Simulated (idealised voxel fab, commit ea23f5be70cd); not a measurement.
process module | voxel transistor to metal
cross-section cut | 300 nm wide | cells 5 nm
A cross-section is a grid of square cells, given in bands from the top down. A band is one or more rows of cells.
Each band's line starts with the height of the band's top and of its bottom, in nm. Then come its materials from left to right, each with its width in nm. One material with "throughout" fills the band from edge to edge. "air" is empty space.
Height 0 is the level under which the wafer as received is all one material. The lowest band goes on downwards, as in "0 down".
A width such as "30 to 40" changes by the same amount from each row of cells to the next, from the band's top row to its bottom row.
"no change" after a step means that no cell of the cross-section changed.
closed voids: empty space of 8 cells or more with no open way to the top, each as width x height at its distance from the left edge, in nm
after a step's settings: what the simulator itself notes on the step
overlay nm, on a step with a mask: how far to the right of its planned place the mask lay; to the left if negative
Each pair below shows a cross-section before one step and the cross-section after it, down to the lowest band that changed. The line under each pair gives the step between them, with its settings. The pairs can come from different runs of this module on the same starting wafer, so a pair continues from the pair above only where its "before" says so.
before
  80 to 65: resist 30 | air 20 | resist 60 | air 20 | resist 40 | air 20 | resist 60 | air 20 | resist 30
  65 to 50: SiO2 30 | air 20 | SiO2 60 | air 20 | SiO2 40 | air 20 | SiO2 60 | air 20 | SiO2 30
  50 to 45: SiN throughout
  45 to 35: W throughout
  35 to 30: TiN 35 | W 10 | TiN 70 | W 10 | TiN 50 | W 10 | TiN 70 | W 10 | TiN 35
  30 to 20: SiO2 30 | TiN 5 | W 10 | TiN 5 | SiO2 60 | TiN 5 | W 10 | TiN 5 | SiO2 40 | TiN 5 | W 10 | TiN 5 | SiO2 60 | TiN 5 | W 10 | TiN 5 | SiO2 30
  20 to 5: SiO2 30 | TiN 5 | W 10 | TiN 5 | SiO2 10 | SiN 5 | HfO2 5 | TiN 5 | W 10 | TiN 5 | HfO2 5 | SiN 5 | SiO2 10 | TiN 5 | W 10 | TiN 5 | SiO2 40 | TiN 5 | W 10 | TiN 5 | SiO2 10 | SiN 5 | HfO2 5 | TiN 5 | W 10 | TiN 5 | HfO2 5 | SiN 5 | SiO2 10 | TiN 5 | W 10 | TiN 5 | SiO2 30
  5 to 0: SiO2 30 | TiN 20 | nSi 10 | SiN 5 | HfO2 5 | TiN 20 | HfO2 5 | SiN 5 | nSi 10 | TiN 20 | SiO2 40 | TiN 20 | nSi 10 | SiN 5 | HfO2 5 | TiN 20 | HfO2 5 | SiN 5 | nSi 10 | TiN 20 | SiO2 30
  0 to -5: SiO2 20 | nSi 40 | HfO2 40 | nSi 40 | SiO2 20 | nSi 40 | HfO2 40 | nSi 40 | SiO2 20
  -5 to -10: SiO2 25 | nSi 35 | Si 40 | nSi 35 | SiO2 30 | nSi 35 | Si 40 | nSi 35 | SiO2 25
  -10 to -25: SiO2 25 | Si 110 | SiO2 30 | Si 110 | SiO2 25
  -25 down: Si throughout
  closed voids: none
after
  80 to 65: resist 30 | air 20 | resist 60 | air 20 | resist 40 | air 20 | resist 60 | air 20 | resist 30
  65 to 50: SiO2 30 | air 20 | SiO2 60 | air 20 | SiO2 40 | air 20 | SiO2 60 | air 20 | SiO2 30
  50 to 45: SiN 30 | air 20 | SiN 60 | air 20 | SiN 40 | air 20 | SiN 60 | air 20 | SiN 30
  below 45: unchanged
  closed voids: none
the step between: op DIRECTIONAL_ETCH | etch materials SiN | depth nm 5
before: the cross-section after the pair above
after
  65 to 50: SiO2 30 | air 20 | SiO2 60 | air 20 | SiO2 40 | air 20 | SiO2 60 | air 20 | SiO2 30
  below 50: unchanged
  closed voids: none
the step between: op STRIP | etch materials resist
before: the cross-section after the pair above
after
  70 to 65: TiN 35 | air 10 | TiN 70 | air 10 | TiN 50 | air 10 | TiN 70 | air 10 | TiN 35
  65 to 50: SiO2 30 | TiN 5 | air 10 | TiN 5 | SiO2 60 | TiN 5 | air 10 | TiN 5 | SiO2 40 | TiN 5 | air 10 | TiN 5 | SiO2 60 | TiN 5 | air 10 | TiN 5 | SiO2 30
  50 to 45: SiN 30 | TiN 20 | SiN 60 | TiN 20 | SiN 40 | TiN 20 | SiN 60 | TiN 20 | SiN 30
  below 45: unchanged
  closed voids: none
the step between: op CONFORMAL_DEP | material TiN | thk nm 5
before: the cross-section after the pair above
after
  75 to 70: Ru throughout
  70 to 65: TiN 35 | Ru 10 | TiN 70 | Ru 10 | TiN 50 | Ru 10 | TiN 70 | Ru 10 | TiN 35
  65 to 50: SiO2 30 | TiN 5 | Ru 10 | TiN 5 | SiO2 60 | TiN 5 | Ru 10 | TiN 5 | SiO2 40 | TiN 5 | Ru 10 | TiN 5 | SiO2 60 | TiN 5 | Ru 10 | TiN 5 | SiO2 30
  below 50: unchanged
  closed voids: none
the step between: op FILL_DEP | material Ru | thk nm 5
before: the cross-section after the pair above
after
  50 to 45: SiN 30 | TiN 20 | SiN 60 | TiN 20 | SiN 40 | TiN 20 | SiN 60 | TiN 20 | SiN 30
  below 45: unchanged
  closed voids: none
the step between: op CMP | height nm 50
before: the cross-section after the pair above
after
  55 to 50: air 25 | Ru 30 | air 50 | Ru 30 | air 30 | Ru 30 | air 50 | Ru 30 | air 25
  below 50: unchanged
  closed voids: none
the step between: op EPI | material Ru | thk nm 5
before: the cross-section after the pair above
after
  60 to 55: SiCN throughout
  55 to 50: SiCN 25 | Ru 30 | SiCN 50 | Ru 30 | SiCN 30 | Ru 30 | SiCN 50 | Ru 30 | SiCN 25
  below 50: unchanged
  closed voids: none
the step between: op FILL_DEP | material SiCN | thk nm 5
before: the cross-section after the pair above
after
  90 to 60: SiO2 throughout
  below 60: unchanged
  closed voids: none
the step between: op DIRECTIONAL_DEP | material SiO2 | thk nm 30
before: the cross-section after the pair above
after
  100 to 90: aC throughout
  below 90: unchanged
  closed voids: none
the step between: op DIRECTIONAL_DEP | material aC | thk nm 10
before: the cross-section after the pair above
after
  130 to 100: resist 30 | air 20 | resist 120 | air 20 | resist 110
  below 100: unchanged
  closed voids: none
the step between: op PATTERN | tone open | mask id METAL_2 | material resist | width nm 20 | pitch nm 140 | thk nm 30 | overlay nm 0
before: the cross-section after the pair above
after
  120 to 100: resist 30 | air 20 | resist 120 | air 20 | resist 110
  100 to 90: aC 30 | air 20 | aC 120 | air 20 | aC 110
  below 90: unchanged
  closed voids: none
the step between: op DIRECTIONAL_ETCH | etch materials aC | depth nm 10
before: the cross-section after the pair above
after
  100 to 90: aC 30 | air 20 | aC 120 | air 20 | aC 110
  below 90: unchanged
  closed voids: none
the step between: op STRIP | etch materials resist
before: the cross-section after the pair above
after
  100 to 90: aC 30 | air 20 | aC 120 | air 20 | aC 110
  90 to 75: SiO2 30 | air 20 | SiO2 120 | air 20 | SiO2 110
  below 75: unchanged
  closed voids: none
the step between: op DIRECTIONAL_ETCH | etch materials SiO2 | depth nm 15
before: the cross-section after the pair above
after
  90 to 75: SiO2 30 | air 20 | SiO2 120 | air 20 | SiO2 110
  below 75: unchanged
  closed voids: none
the step between: op STRIP | etch materials aC
before: the cross-section after the pair above
after
  90 to 75: SiO2 30 | air 20 | SiO2 120 | air 20 | SiO2 110
  75 to 60: SiO2 30 | air 15 | SiO2 125 | air 15 | SiO2 115
  below 60: unchanged
  closed voids: none
the step between: op MASKED_ETCH | tone open | mask id METAL_2_HOLES | width nm 15 | pitch nm 140 | etch materials SiO2 | depth nm 15 | overlay nm 0
before: the cross-section after the pair above
after
  90 to 75: SiO2 30 | air 20 | SiO2 120 | air 20 | SiO2 110
  75 to 60: SiO2 30 | air 15 | SiO2 125 | air 15 | SiO2 115
  60 to 55: SiCN 30 | air 15 | SiCN 125 | air 15 | SiCN 115
  below 55: unchanged
  closed voids: none
the step between: op MASKED_ETCH | tone open | mask id METAL_2_HOLES | width nm 15 | pitch nm 140 | etch materials SiCN | depth nm 5 | overlay nm 0
before: the cross-section after the pair above
after
  95 to 90: TiN 35 | air 10 | TiN 130 | air 10 | TiN 115
  90 to 80: SiO2 30 | TiN 5 | air 10 | TiN 5 | SiO2 120 | TiN 5 | air 10 | TiN 5 | SiO2 110
  80 to 75: SiO2 30 | TiN 5 | air 5 | TiN 10 | SiO2 120 | TiN 5 | air 5 | TiN 10 | SiO2 110
  75 to 60: SiO2 30 | TiN 5 | air 5 | TiN 5 | SiO2 125 | TiN 5 | air 5 | TiN 5 | SiO2 115
  60 to 55: SiCN 30 | TiN 15 | SiCN 125 | TiN 15 | SiCN 115
  below 55: unchanged
  closed voids: none
the step between: op CONFORMAL_DEP | material TiN | thk nm 5
before: the cross-section after the pair above
after
  100 to 95: Cu throughout
  95 to 90: TiN 35 | Cu 10 | TiN 130 | Cu 10 | TiN 115
  90 to 80: SiO2 30 | TiN 5 | Cu 10 | TiN 5 | SiO2 120 | TiN 5 | Cu 10 | TiN 5 | SiO2 110
  80 to 75: SiO2 30 | TiN 5 | Cu 5 | TiN 10 | SiO2 120 | TiN 5 | Cu 5 | TiN 10 | SiO2 110
  75 to 60: SiO2 30 | TiN 5 | Cu 5 | TiN 5 | SiO2 125 | TiN 5 | Cu 5 | TiN 5 | SiO2 115
  below 60: unchanged
  closed voids: none
the step between: op FILL_DEP | material Cu | thk nm 5
before: the cross-section after the pair above
after
  90 to 80: SiO2 30 | TiN 5 | Cu 10 | TiN 5 | SiO2 120 | TiN 5 | Cu 10 | TiN 5 | SiO2 110
  below 80: unchanged
  closed voids: none
the step between: op CMP | height nm 90
before: the cross-section after the pair above
after
  95 to 90: SiN throughout
  below 90: unchanged
  closed voids: none
the step between: op CONFORMAL_DEP | material SiN | thk nm 5
before
  30 to 15: air 20 | aC 120 | air 20 | aC 120 | air 20
  15 to 5: air 20 | SiN 120 | air 20 | SiN 120 | air 20
  5 to 0: air 20 | SiO2 120 | air 20 | SiO2 120 | air 20
  0 to -20: air 20 | Si 120 | air 20 | Si 120 | air 20
  -20 down: Si throughout
  closed voids: none
after
  30 to 15: air 20 | aC 120 | air 20 | aC 120 | air 20
  15 to 5: air 20 | SiN 120 | air 20 | SiN 120 | air 20
  5 to 0: air 20 | SiO2 120 | air 20 | SiO2 120 | air 20
  0 to -40: air 20 | Si 120 | air 20 | Si 120 | air 20
  below -40: unchanged
  closed voids: none
the step between: op DIRECTIONAL_ETCH | etch materials Si | depth nm 20
before: the cross-section after the pair above
after
  15 to 5: air 20 | SiN 120 | air 20 | SiN 120 | air 20
  below 5: unchanged
  closed voids: none
the step between: op STRIP | etch materials aC
before: the cross-section after the pair above
after
  15 to 5: air 20 | SiN 120 | air 20 | SiN 120 | air 20
  5 to 0: air 20 | SiO2 120 | air 20 | SiO2 120 | air 20
  0 to -40: air 20 | SiO2 5 | Si 110 | SiO2 5 | air 20 | SiO2 5 | Si 110 | SiO2 5 | air 20
  -40 to -45: SiO2 25 | Si 110 | SiO2 30 | Si 110 | SiO2 25
  below -45: unchanged
  closed voids: none
the step between: op OXIDIZE | depth nm 5
before: the cross-section after the pair above
after
  25 to 15: SiO2 throughout
  15 to 5: SiO2 20 | SiN 120 | SiO2 20 | SiN 120 | SiO2 20
  5 to 0: SiO2 throughout
  0 to -45: SiO2 25 | Si 110 | SiO2 30 | Si 110 | SiO2 25
  below -45: unchanged
  closed voids: none
the step between: op FILL_DEP | material SiO2 | thk nm 10
before: the cross-section after the pair above
after
  15 to 5: SiO2 20 | SiN 120 | SiO2 20 | SiN 120 | SiO2 20
  below 5: unchanged
  closed voids: none
the step between: op CMP | height nm 15
before: the cross-section after the pair above
after
  15 to 5: air 20 | SiN 120 | air 20 | SiN 120 | air 20
  below 5: unchanged
  closed voids: none
the step between: op SELECTIVE_ETCH | etch materials SiO2 | depth nm 10
before: the cross-section after the pair above
after
  5 to 0: SiO2 throughout
  below 0: unchanged
  closed voids: none
the step between: op STRIP | etch materials SiN
before: the cross-section after the pair above
after
  0 to -45: SiO2 25 | Si 110 | SiO2 30 | Si 110 | SiO2 25
  below -45: unchanged
  closed voids: none
the step between: op SELECTIVE_ETCH | etch materials SiO2 | depth nm 5
before: the cross-section after the pair above
after
  0 to -5: SiO2 throughout
  below -5: unchanged
  closed voids: none
the step between: op OXIDIZE | depth nm 5
before: the cross-section after the pair above
after
  25 to 0: polySi throughout
  below 0: unchanged
  closed voids: none
the step between: op DIRECTIONAL_DEP | material polySi | thk nm 25
before: the cross-section after the pair above
after
  40 to 25: SiCN throughout
  below 25: unchanged
  closed voids: none
the step between: op DIRECTIONAL_DEP | material SiCN | thk nm 15
before: the cross-section after the pair above
after
  55 to 40: air 65 | resist 30 | air 110 | resist 30 | air 65
  below 40: unchanged
  closed voids: none
the step between: op PATTERN | tone cover | mask id GATE | material resist | width nm 30 | pitch nm 140 | thk nm 15 | overlay nm 0
before: the cross-section after the pair above
after
  55 to 40: air 65 | resist 30 | air 110 | resist 30 | air 65
  40 to 25: air 65 | SiCN 30 | air 110 | SiCN 30 | air 65
  below 25: unchanged
  closed voids: none
the step between: op DIRECTIONAL_ETCH | etch materials SiCN | depth nm 25
before: the cross-section after the pair above
after
  55 to 40: air 65 | resist 30 | air 110 | resist 30 | air 65
  40 to 25: air 65 | SiCN 30 | air 110 | SiCN 30 | air 65
  25 to 0: air 65 | polySi 30 | air 110 | polySi 30 | air 65
  below 0: unchanged
  closed voids: none
the step between: op DIRECTIONAL_ETCH | etch materials polySi | depth nm 35
before: the cross-section after the pair above
after
  40 to 25: air 65 | SiCN 30 | air 110 | SiCN 30 | air 65
  below 25: unchanged
  closed voids: none
the step between: op STRIP | etch materials resist
before: the cross-section after the pair above
after
  45 to 40: air 60 | SiN 40 | air 100 | SiN 40 | air 60
  40 to 25: air 60 | SiN 5 | SiCN 30 | SiN 5 | air 100 | SiN 5 | SiCN 30 | SiN 5 | air 60
  25 to 5: air 60 | SiN 5 | polySi 30 | SiN 5 | air 100 | SiN 5 | polySi 30 | SiN 5 | air 60
  5 to 0: SiN 65 | polySi 30 | SiN 110 | polySi 30 | SiN 65
  below 0: unchanged
  closed voids: none
the step between: op CONFORMAL_DEP | material SiN | thk nm 5
before: the cross-section after the pair above
after
  40 to 25: air 60 | SiN 5 | SiCN 30 | SiN 5 | air 100 | SiN 5 | SiCN 30 | SiN 5 | air 60
  25 to 0: air 60 | SiN 5 | polySi 30 | SiN 5 | air 100 | SiN 5 | polySi 30 | SiN 5 | air 60
  below 0: unchanged
  closed voids: none
the step between: op DIRECTIONAL_ETCH | etch materials SiN | depth nm 5
before: the cross-section after the pair above
after
  40 to 25: air 60 | SiN 5 | SiCN 30 | SiN 5 | air 100 | SiN 5 | SiCN 30 | SiN 5 | air 60
  25 to 0: air 60 | SiN 5 | polySi 30 | SiN 5 | air 100 | SiN 5 | polySi 30 | SiN 5 | air 60
  0 to -5: air 60 | SiO2 40 | air 100 | SiO2 40 | air 60
  below -5: unchanged
  closed voids: none
the step between: op DIRECTIONAL_ETCH | etch materials SiO2 | depth nm 5
before: the cross-section after the pair above
after
  40 to 25: air 60 | SiN 5 | SiCN 30 | SiN 5 | air 100 | SiN 5 | SiCN 30 | SiN 5 | air 60
  25 to 0: air 60 | SiN 5 | polySi 30 | SiN 5 | air 100 | SiN 5 | polySi 30 | SiN 5 | air 60
  0 to -5: air 60 | SiO2 40 | air 100 | SiO2 40 | air 60
  -5 to -10: SiO2 25 | air 35 | Si 40 | air 35 | SiO2 30 | air 35 | Si 40 | air 35 | SiO2 25
  below -10: unchanged
  closed voids: none
the step between: op DIRECTIONAL_ETCH | etch materials Si | depth nm 5
before: the cross-section after the pair above
after
  40 to 25: air 60 | SiN 5 | SiCN 30 | SiN 5 | air 100 | SiN 5 | SiCN 30 | SiN 5 | air 60
  25 to 5: air 60 | SiN 5 | polySi 30 | SiN 5 | air 100 | SiN 5 | polySi 30 | SiN 5 | air 60
  5 to 0: air 50 | nSi 10 | SiN 5 | polySi 30 | SiN 5 | nSi 10 | air 80 | nSi 10 | SiN 5 | polySi 30 | SiN 5 | nSi 10 | air 50
  0 to -5: air 20 | nSi 40 | SiO2 40 | nSi 40 | air 20 | nSi 40 | SiO2 40 | nSi 40 | air 20
  -5 to -10: SiO2 25 | nSi 35 | Si 40 | nSi 35 | SiO2 30 | nSi 35 | Si 40 | nSi 35 | SiO2 25
  below -10: unchanged
  closed voids: none
the step between: op EPI | material nSi | thk nm 10
before: the cross-section after the pair above
after
  50 to 40: SiO2 throughout
  40 to 25: SiO2 60 | SiN 5 | SiCN 30 | SiN 5 | SiO2 100 | SiN 5 | SiCN 30 | SiN 5 | SiO2 60
  25 to 5: SiO2 60 | SiN 5 | polySi 30 | SiN 5 | SiO2 100 | SiN 5 | polySi 30 | SiN 5 | SiO2 60
  5 to 0: SiO2 50 | nSi 10 | SiN 5 | polySi 30 | SiN 5 | nSi 10 | SiO2 80 | nSi 10 | SiN 5 | polySi 30 | SiN 5 | nSi 10 | SiO2 50
  0 to -5: SiO2 20 | nSi 40 | SiO2 40 | nSi 40 | SiO2 20 | nSi 40 | SiO2 40 | nSi 40 | SiO2 20
  below -5: unchanged
  closed voids: none
the step between: op FILL_DEP | material SiO2 | thk nm 10
before: the cross-section after the pair above
after
  25 to 5: SiO2 60 | SiN 5 | polySi 30 | SiN 5 | SiO2 100 | SiN 5 | polySi 30 | SiN 5 | SiO2 60
  below 5: unchanged
  closed voids: none
the step between: op CMP | height nm 25
before: the cross-section after the pair above
after
  25 to 5: SiO2 60 | SiN 5 | air 30 | SiN 5 | SiO2 100 | SiN 5 | air 30 | SiN 5 | SiO2 60
  5 to 0: SiO2 50 | nSi 10 | SiN 5 | air 30 | SiN 5 | nSi 10 | SiO2 80 | nSi 10 | SiN 5 | air 30 | SiN 5 | nSi 10 | SiO2 50
  below 0: unchanged
  closed voids: none
the step between: op STRIP | etch materials polySi
before: the cross-section after the pair above
after
  25 to 20: air 60 | SiN 5 | air 30 | SiN 5 | air 100 | SiN 5 | air 30 | SiN 5 | air 60
  20 to 5: SiO2 60 | SiN 5 | air 30 | SiN 5 | SiO2 100 | SiN 5 | air 30 | SiN 5 | SiO2 60
  5 to 0: SiO2 50 | nSi 10 | SiN 5 | air 30 | SiN 5 | nSi 10 | SiO2 80 | nSi 10 | SiN 5 | air 30 | SiN 5 | nSi 10 | SiO2 50
  0 to -5: SiO2 20 | nSi 40 | air 40 | nSi 40 | SiO2 20 | nSi 40 | air 40 | nSi 40 | SiO2 20
  below -5: unchanged
  closed voids: none
the step between: op SELECTIVE_ETCH | etch materials SiO2 | depth nm 5
before: the cross-section after the pair above
after
  30 to 25: air 55 | HfO2 15 | air 20 | HfO2 15 | air 90 | HfO2 15 | air 20 | HfO2 15 | air 55
  25 to 20: HfO2 60 | SiN 5 | HfO2 5 | air 20 | HfO2 5 | SiN 5 | HfO2 100 | SiN 5 | HfO2 5 | air 20 | HfO2 5 | SiN 5 | HfO2 60
  20 to 5: SiO2 60 | SiN 5 | HfO2 5 | air 20 | HfO2 5 | SiN 5 | SiO2 100 | SiN 5 | HfO2 5 | air 20 | HfO2 5 | SiN 5 | SiO2 60
  5 to 0: SiO2 50 | nSi 10 | SiN 5 | HfO2 5 | air 20 | HfO2 5 | SiN 5 | nSi 10 | SiO2 80 | nSi 10 | SiN 5 | HfO2 5 | air 20 | HfO2 5 | SiN 5 | nSi 10 | SiO2 50
  0 to -5: SiO2 20 | nSi 40 | HfO2 40 | nSi 40 | SiO2 20 | nSi 40 | HfO2 40 | nSi 40 | SiO2 20
  below -5: unchanged
  closed voids: none
the step between: op CONFORMAL_DEP | material HfO2 | thk nm 5
before: the cross-section after the pair above
after
  35 to 30: air 50 | TiN 25 | air 10 | TiN 25 | air 80 | TiN 25 | air 10 | TiN 25 | air 50
  30 to 25: TiN 55 | HfO2 15 | TiN 5 | air 10 | TiN 5 | HfO2 15 | TiN 90 | HfO2 15 | TiN 5 | air 10 | TiN 5 | HfO2 15 | TiN 55
  25 to 20: HfO2 60 | SiN 5 | HfO2 5 | TiN 5 | air 10 | TiN 5 | HfO2 5 | SiN 5 | HfO2 100 | SiN 5 | HfO2 5 | TiN 5 | air 10 | TiN 5 | HfO2 5 | SiN 5 | HfO2 60
  20 to 5: SiO2 60 | SiN 5 | HfO2 5 | TiN 5 | air 10 | TiN 5 | HfO2 5 | SiN 5 | SiO2 100 | SiN 5 | HfO2 5 | TiN 5 | air 10 | TiN 5 | HfO2 5 | SiN 5 | SiO2 60
  5 to 0: SiO2 50 | nSi 10 | SiN 5 | HfO2 5 | TiN 20 | HfO2 5 | SiN 5 | nSi 10 | SiO2 80 | nSi 10 | SiN 5 | HfO2 5 | TiN 20 | HfO2 5 | SiN 5 | nSi 10 | SiO2 50
  below 0: unchanged
  closed voids: none
the step between: op CONFORMAL_DEP | material TiN | thk nm 5
before: the cross-section after the pair above
after
  45 to 35: W throughout
  35 to 30: W 50 | TiN 25 | W 10 | TiN 25 | W 80 | TiN 25 | W 10 | TiN 25 | W 50
  30 to 25: TiN 55 | HfO2 15 | TiN 5 | W 10 | TiN 5 | HfO2 15 | TiN 90 | HfO2 15 | TiN 5 | W 10 | TiN 5 | HfO2 15 | TiN 55
  25 to 20: HfO2 60 | SiN 5 | HfO2 5 | TiN 5 | W 10 | TiN 5 | HfO2 5 | SiN 5 | HfO2 100 | SiN 5 | HfO2 5 | TiN 5 | W 10 | TiN 5 | HfO2 5 | SiN 5 | HfO2 60
  20 to 5: SiO2 60 | SiN 5 | HfO2 5 | TiN 5 | W 10 | TiN 5 | HfO2 5 | SiN 5 | SiO2 100 | SiN 5 | HfO2 5 | TiN 5 | W 10 | TiN 5 | HfO2 5 | SiN 5 | SiO2 60
  below 5: unchanged
  closed voids: none
the step between: op FILL_DEP | material W | thk nm 10
before: the cross-section after the pair above
after
  20 to 5: SiO2 60 | SiN 5 | HfO2 5 | TiN 5 | W 10 | TiN 5 | HfO2 5 | SiN 5 | SiO2 100 | SiN 5 | HfO2 5 | TiN 5 | W 10 | TiN 5 | HfO2 5 | SiN 5 | SiO2 60
  below 5: unchanged
  closed voids: none
the step between: op CMP | height nm 20
before: the cross-section after the pair above
after
  30 to 20: SiO2 throughout
  below 20: unchanged
  closed voids: none
the step between: op DIRECTIONAL_DEP | material SiO2 | thk nm 10
before: the cross-section after the pair above
after
  40 to 30: aC throughout
  below 30: unchanged
  closed voids: none
the step between: op DIRECTIONAL_DEP | material aC | thk nm 10
before: the cross-section after the pair above
after
  70 to 40: resist 30 | air 20 | resist 60 | air 20 | resist 40 | air 20 | resist 60 | air 20 | resist 30
  below 40: unchanged
  closed voids: none
the step between: op PATTERN | tone open | mask id CONTACT | material resist | width nm 20 | thk nm 30 | overlay nm 0
before: the cross-section after the pair above
after
  60 to 40: resist 30 | air 20 | resist 60 | air 20 | resist 40 | air 20 | resist 60 | air 20 | resist 30
  40 to 30: aC 30 | air 20 | aC 60 | air 20 | aC 40 | air 20 | aC 60 | air 20 | aC 30
  below 30: unchanged
  closed voids: none
the step between: op DIRECTIONAL_ETCH | etch materials aC | depth nm 10
before: the cross-section after the pair above
after
  40 to 30: aC 30 | air 20 | aC 60 | air 20 | aC 40 | air 20 | aC 60 | air 20 | aC 30
  below 30: unchanged
  closed voids: none
the step between: op STRIP | etch materials resist
before: the cross-section after the pair above
after
  40 to 30: aC 30 | air 20 | aC 60 | air 20 | aC 40 | air 20 | aC 60 | air 20 | aC 30
  30 to 20: SiO2 30 | air 20 | SiO2 60 | air 20 | SiO2 40 | air 20 | SiO2 60 | air 20 | SiO2 30
  20 to 5: SiO2 30 | air 20 | SiO2 10 | SiN 5 | HfO2 5 | TiN 5 | W 10 | TiN 5 | HfO2 5 | SiN 5 | SiO2 10 | air 20 | SiO2 40 | air 20 | SiO2 10 | SiN 5 | HfO2 5 | TiN 5 | W 10 | TiN 5 | HfO2 5 | SiN 5 | SiO2 10 | air 20 | SiO2 30
  5 to 0: SiO2 30 | air 20 | nSi 10 | SiN 5 | HfO2 5 | TiN 20 | HfO2 5 | SiN 5 | nSi 10 | air 20 | SiO2 40 | air 20 | nSi 10 | SiN 5 | HfO2 5 | TiN 20 | HfO2 5 | SiN 5 | nSi 10 | air 20 | SiO2 30
  below 0: unchanged
  closed voids: none
the step between: op DIRECTIONAL_ETCH | etch materials SiO2 | depth nm 30
before: the cross-section after the pair above
after
  30 to 20: SiO2 30 | air 20 | SiO2 60 | air 20 | SiO2 40 | air 20 | SiO2 60 | air 20 | SiO2 30
  below 20: unchanged
  closed voids: none
the step between: op STRIP | etch materials aC
before: the cross-section after the pair above
after
  35 to 30: TiN 35 | air 10 | TiN 70 | air 10 | TiN 50 | air 10 | TiN 70 | air 10 | TiN 35
  30 to 20: SiO2 30 | TiN 5 | air 10 | TiN 5 | SiO2 60 | TiN 5 | air 10 | TiN 5 | SiO2 40 | TiN 5 | air 10 | TiN 5 | SiO2 60 | TiN 5 | air 10 | TiN 5 | SiO2 30
  20 to 5: SiO2 30 | TiN 5 | air 10 | TiN 5 | SiO2 10 | SiN 5 | HfO2 5 | TiN 5 | W 10 | TiN 5 | HfO2 5 | SiN 5 | SiO2 10 | TiN 5 | air 10 | TiN 5 | SiO2 40 | TiN 5 | air 10 | TiN 5 | SiO2 10 | SiN 5 | HfO2 5 | TiN 5 | W 10 | TiN 5 | HfO2 5 | SiN 5 | SiO2 10 | TiN 5 | air 10 | TiN 5 | SiO2 30
  5 to 0: SiO2 30 | TiN 20 | nSi 10 | SiN 5 | HfO2 5 | TiN 20 | HfO2 5 | SiN 5 | nSi 10 | TiN 20 | SiO2 40 | TiN 20 | nSi 10 | SiN 5 | HfO2 5 | TiN 20 | HfO2 5 | SiN 5 | nSi 10 | TiN 20 | SiO2 30
  below 0: unchanged
  closed voids: none
the step between: op CONFORMAL_DEP | material TiN | thk nm 5
before: the cross-section after the pair above
after
  45 to 35: W throughout
  35 to 30: TiN 35 | W 10 | TiN 70 | W 10 | TiN 50 | W 10 | TiN 70 | W 10 | TiN 35
  30 to 20: SiO2 30 | TiN 5 | W 10 | TiN 5 | SiO2 60 | TiN 5 | W 10 | TiN 5 | SiO2 40 | TiN 5 | W 10 | TiN 5 | SiO2 60 | TiN 5 | W 10 | TiN 5 | SiO2 30
  20 to 5: SiO2 30 | TiN 5 | W 10 | TiN 5 | SiO2 10 | SiN 5 | HfO2 5 | TiN 5 | W 10 | TiN 5 | HfO2 5 | SiN 5 | SiO2 10 | TiN 5 | W 10 | TiN 5 | SiO2 40 | TiN 5 | W 10 | TiN 5 | SiO2 10 | SiN 5 | HfO2 5 | TiN 5 | W 10 | TiN 5 | HfO2 5 | SiN 5 | SiO2 10 | TiN 5 | W 10 | TiN 5 | SiO2 30
  below 5: unchanged
  closed voids: none
the step between: op FILL_DEP | material W | thk nm 10
before: the cross-section after the pair above
after
  30 to 20: SiO2 30 | TiN 5 | W 10 | TiN 5 | SiO2 60 | TiN 5 | W 10 | TiN 5 | SiO2 40 | TiN 5 | W 10 | TiN 5 | SiO2 60 | TiN 5 | W 10 | TiN 5 | SiO2 30
  below 20: unchanged
  closed voids: none
the step between: op CMP | height nm 30
before: the cross-section after the pair above
after
  35 to 30: SiN throughout
  below 30: unchanged
  closed voids: none
the step between: op CONFORMAL_DEP | material SiN | thk nm 5
before: the cross-section after the pair above
after
  50 to 35: SiO2 throughout
  below 35: unchanged
  closed voids: none
the step between: op DIRECTIONAL_DEP | material SiO2 | thk nm 15
before: the cross-section after the pair above
after
  65 to 50: resist 30 | air 20 | resist 60 | air 20 | resist 40 | air 20 | resist 60 | air 20 | resist 30
  below 50: unchanged
  closed voids: none
the step between: op PATTERN | tone open | mask id METAL_1 | material resist | width nm 20 | thk nm 15 | overlay nm 0
before: the cross-section after the pair above
after
  65 to 50: resist 30 | air 20 | resist 60 | air 20 | resist 40 | air 20 | resist 60 | air 20 | resist 30
  50 to 35: SiO2 30 | air 20 | SiO2 60 | air 20 | SiO2 40 | air 20 | SiO2 60 | air 20 | SiO2 30
  below 35: unchanged
  closed voids: none
the step between: op DIRECTIONAL_ETCH | etch materials SiO2 | depth nm 15
before: the cross-section after the pair above
after
  65 to 50: resist 30 | air 20 | resist 60 | air 20 | resist 40 | air 20 | resist 60 | air 20 | resist 30
  50 to 35: SiO2 30 | air 20 | SiO2 60 | air 20 | SiO2 40 | air 20 | SiO2 60 | air 20 | SiO2 30
  35 to 30: SiN 30 | air 20 | SiN 60 | air 20 | SiN 40 | air 20 | SiN 60 | air 20 | SiN 30
  below 30: unchanged
  closed voids: none
the step between: op DIRECTIONAL_ETCH | etch materials SiN | depth nm 5
before: the cross-section after the pair above
after
  50 to 35: SiO2 30 | air 20 | SiO2 60 | air 20 | SiO2 40 | air 20 | SiO2 60 | air 20 | SiO2 30
  below 35: unchanged
  closed voids: none
the step between: op STRIP | etch materials resist
before: the cross-section after the pair above
after
  55 to 50: TiN 35 | air 10 | TiN 70 | air 10 | TiN 50 | air 10 | TiN 70 | air 10 | TiN 35
  50 to 35: SiO2 30 | TiN 5 | air 10 | TiN 5 | SiO2 60 | TiN 5 | air 10 | TiN 5 | SiO2 40 | TiN 5 | air 10 | TiN 5 | SiO2 60 | TiN 5 | air 10 | TiN 5 | SiO2 30
  35 to 30: SiN 30 | TiN 20 | SiN 60 | TiN 20 | SiN 40 | TiN 20 | SiN 60 | TiN 20 | SiN 30
  below 30: unchanged
  closed voids: none
the step between: op CONFORMAL_DEP | material TiN | thk nm 5
before: the cross-section after the pair above
after
  60 to 55: Ru throughout
  55 to 50: TiN 35 | Ru 10 | TiN 70 | Ru 10 | TiN 50 | Ru 10 | TiN 70 | Ru 10 | TiN 35
  50 to 35: SiO2 30 | TiN 5 | Ru 10 | TiN 5 | SiO2 60 | TiN 5 | Ru 10 | TiN 5 | SiO2 40 | TiN 5 | Ru 10 | TiN 5 | SiO2 60 | TiN 5 | Ru 10 | TiN 5 | SiO2 30
  below 35: unchanged
  closed voids: none
the step between: op FILL_DEP | material Ru | thk nm 5
before: the cross-section after the pair above
after
  50 to 35: SiO2 30 | TiN 5 | Ru 10 | TiN 5 | SiO2 60 | TiN 5 | Ru 10 | TiN 5 | SiO2 40 | TiN 5 | Ru 10 | TiN 5 | SiO2 60 | TiN 5 | Ru 10 | TiN 5 | SiO2 30
  below 35: unchanged
  closed voids: none
the step between: op CMP | height nm 50
before: the cross-section after the pair above
after
  55 to 50: air 25 | Ru 30 | air 50 | Ru 30 | air 30 | Ru 30 | air 50 | Ru 30 | air 25
  below 50: unchanged
  closed voids: none
the step between: op EPI | material Ru | thk nm 5
